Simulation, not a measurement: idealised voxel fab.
This is a process module. Its name is voxel self aligned vias.
Cross-section cut: width 295 nm, square cells of 5 nm.
Just so we're on the same page, the cross-sections are grids of square cells, and they're listed out in bands top to bottom, each band one or more rows deep.
Basically the band line says how high the top is and how high the bottom is, in nm, and then what's in it from left to right, every material with its width in nm. Empty space shows up as "air", and if a single material carries "all across" it runs the full band edge to edge.
Zero point of the height axis is 0; under it, received wafer = one material. Lowest band: continues down indefinitely, "0 down".
With a width like "30->40", each row of cells in the band differs from the next by the same amount, the top row carrying the first number and the bottom row the second.
The cross-section has no changed cell in any step marked "left unchanged".
What "Fully sealed voids" gives you is every empty space of 8 cells or more that is cut off from the top. Each appears as width x height at distance, with the distance taken from the left edge and width, height and distance all in nm.
Where a step's line continues beyond its settings, the continuation is a remark by the simulator itself on that step.
The line of a step may include "overlay nm". On a step with a mask, this value is how far to the right of its planned place the mask lay. A negative value means the mask lay to the left.

Process steps foreseen in the plan
1. RECEIVE: material Si
2. CONFORMAL_DEP: material SiO2, thk nm 10
3. CONFORMAL_DEP: material SiCN, thk nm 5
4. DIRECTIONAL_DEP: material SiO2, thk nm 25
5. MASKED_ETCH: tone open, mask id LINES, width nm 20, pitch nm 55, etch materials SiO2, depth nm 25, overlay nm 0
6. CONFORMAL_DEP: material TiN, thk nm 5
7. FILL_DEP: material W, thk nm 10
8. CMP: height nm 40
9. SELECTIVE_ETCH: etch materials W Ru TiN, depth nm 10
10. FILL_DEP: material SiN, thk nm 10
11. CMP: height nm 40
12. DIRECTIONAL_DEP: material SiO2, thk nm 20
13. MASKED_ETCH: tone open, mask id VIAS, width nm 40, pitch nm 55, etch materials SiO2, depth nm 20, overlay nm 0
14. MASKED_ETCH: tone open, mask id VIAS, width nm 40, pitch nm 55, etch materials SiN, depth nm 10, overlay nm 0
15. CONFORMAL_DEP: material TiN, thk nm 5
16. FILL_DEP: material Cu, thk nm 10
17. CMP: height nm 60
18. CONFORMAL_DEP: material SiCN, thk nm 5

Cross-sectional view of the wafer in its as-received condition, corresponding to the state after step 1
- 0 down | Si all across
- Fully sealed voids: none

End-of-module XS, first of two wafers, run as planned
- 65 to 60 | SiCN all across
- 60 to 45 | 70 nm SiO2, then 5 nm TiN, then 30 nm Cu, then 5 nm TiN, then 15 nm SiO2, then 5 nm TiN, then 30 nm Cu, then 5 nm TiN, then 15 nm SiO2, then 5 nm TiN, then 30 nm Cu, then 5 nm TiN, then 75 nm SiO2
- 45 to 35 | 70->80 nm SiO2, then 15->5 nm TiN, then 10 nm Cu, then 15->5 nm TiN, then 15->35 nm SiO2, then 15->5 nm TiN, then 10 nm Cu, then 15->5 nm TiN, then 15->35 nm SiO2, then 15->5 nm TiN, then 10 nm Cu, then 15->5 nm TiN, then 75->85 nm SiO2
- 35 to 30 | 80 nm SiO2, then 20 nm TiN, then 35 nm SiO2, then 20 nm TiN, then 35 nm SiO2, then 20 nm TiN, then 85 nm SiO2
- 30 to 20 | 80 nm SiO2, then 5 nm TiN, then 10 nm W, then 5 nm TiN, then 35 nm SiO2, then 5 nm TiN, then 10 nm W, then 5 nm TiN, then 35 nm SiO2, then 5 nm TiN, then 10 nm W, then 5 nm TiN, then 85 nm SiO2
- 20 to 15 | 80 nm SiO2, then 20 nm TiN, then 35 nm SiO2, then 20 nm TiN, then 35 nm SiO2, then 20 nm TiN, then 85 nm SiO2
- 15 to 10 | SiCN all across
- 10 to 0 | SiO2 all across
- 0 down | Si all across
- Fully sealed voids: none

This cross-section belongs to the second wafer of two at the end of the module; the start and the plan were shared with the first, and the run included one mistake
- 65 to 60 | SiCN all across
- 60 to 45 | 70 nm SiO2, then 5 nm TiN, then 30 nm Cu, then 5 nm TiN, then 15 nm SiO2, then 5 nm TiN, then 30 nm Cu, then 5 nm TiN, then 15 nm SiO2, then 5 nm TiN, then 30 nm Cu, then 5 nm TiN, then 75 nm SiO2
- 45 to 35 | 70->85 nm SiO2, then 20->5 nm TiN, then 5 nm Cu, then 15->5 nm TiN, then 15->40 nm SiO2, then 20->5 nm TiN, then 5 nm Cu, then 15->5 nm TiN, then 15->40 nm SiO2, then 20->5 nm TiN, then 5 nm Cu, then 15->5 nm TiN, then 75->85 nm SiO2
- 35 to 30 | 85 nm SiO2, then 15 nm TiN, then 40 nm SiO2, then 15 nm TiN, then 40 nm SiO2, then 15 nm TiN, then 85 nm SiO2
- 30 to 20 | 85 nm SiO2, then 5 nm TiN, then 5 nm W, then 5 nm TiN, then 40 nm SiO2, then 5 nm TiN, then 5 nm W, then 5 nm TiN, then 40 nm SiO2, then 5 nm TiN, then 5 nm W, then 5 nm TiN, then 85 nm SiO2
- 20 to 15 | 85 nm SiO2, then 15 nm TiN, then 40 nm SiO2, then 15 nm TiN, then 40 nm SiO2, then 15 nm TiN, then 85 nm SiO2
- 15 to 10 | SiCN all across
- 10 to 0 | SiO2 all across
- 0 down | Si all across
- Fully sealed voids: none
Here's what went sideways: for step 5, the planned setting was not used; the step was instead run as MASKED_ETCH: tone open, mask id LINES, width nm 15, pitch nm 55, etch materials SiO2, depth nm 25, overlay nm 0
At the finish, the second wafer shows more or fewer cells for some materials than the first does: -6 Cu, +15 SiO2, -3 TiN, -6 W
